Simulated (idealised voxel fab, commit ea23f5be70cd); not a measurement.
process module | voxel tone inversion
cross-section cut | 190 nm wide | cells 5 nm
A cross-section is a grid of square cells, given in bands from the top down. A band is one or more rows of cells.
Each band's line starts with the height of the band's top and of its bottom, in nm. Then come its materials from left to right, each with its width in nm. One material with "throughout" fills the band from edge to edge. "air" is empty space.
Height 0 is the level under which the wafer as received is all one material. The lowest band goes on downwards, as in "0 down".
A width such as "30 to 40" changes by the same amount from each row of cells to the next, from the band's top row to its bottom row.
"no change" after a step means that no cell of the cross-section changed.
closed voids: empty space of 8 cells or more with no open way to the top, each as width x height at its distance from the left edge, in nm
after a step's settings: what the simulator itself notes on the step
overlay nm, on a step with a mask: how far to the right of its planned place the mask lay; to the left if negative
plan
1 op RECEIVE | material Si
2 op CONFORMAL_DEP | material SiCN | thk nm 10
3 op DIRECTIONAL_DEP | material polySi | thk nm 25
4 op PATTERN | tone cover | mask id POSTS | material resist | width nm 25 | pitch nm 40 | thk nm 35 | overlay nm 0
5 op DIRECTIONAL_ETCH | etch materials polySi | depth nm 25
6 op STRIP | etch materials resist
7 op FILL_DEP | material lowk | thk nm 5
8 op CMP | height nm 35
9 op STRIP | etch materials polySi
10 op CONFORMAL_DEP | material TiN | thk nm 5
11 op FILL_DEP | material W | thk nm 5
12 op CMP | height nm 35
13 op CONFORMAL_DEP | material SiCN | thk nm 5
as received, after step 1
  0 down: Si throughout
  closed voids: none
first wafer at the end, as planned
  40 to 35: SiCN throughout
  35 to 15: lowk 40 | TiN 5 | W 15 | TiN 5 | lowk 15 | TiN 5 | W 15 | TiN 5 | lowk 15 | TiN 5 | W 15 | TiN 5 | lowk 45
  15 to 10: lowk 40 | TiN 25 | lowk 15 | TiN 25 | lowk 15 | TiN 25 | lowk 45
  10 to 0: SiCN throughout
  0 down: Si throughout
  closed voids: none
second wafer at the end: like start, like plan, one mistake
  40 to 25: SiCN throughout
  25 to 0: polySi throughout
  0 down: Si throughout
  closed voids: none
what went wrong: steps 2 and 3 were swapped
at the end the second wafer has, in cells: 39 fewer of TiN | 36 fewer of W | 115 fewer of lowk | 190 more of polySi
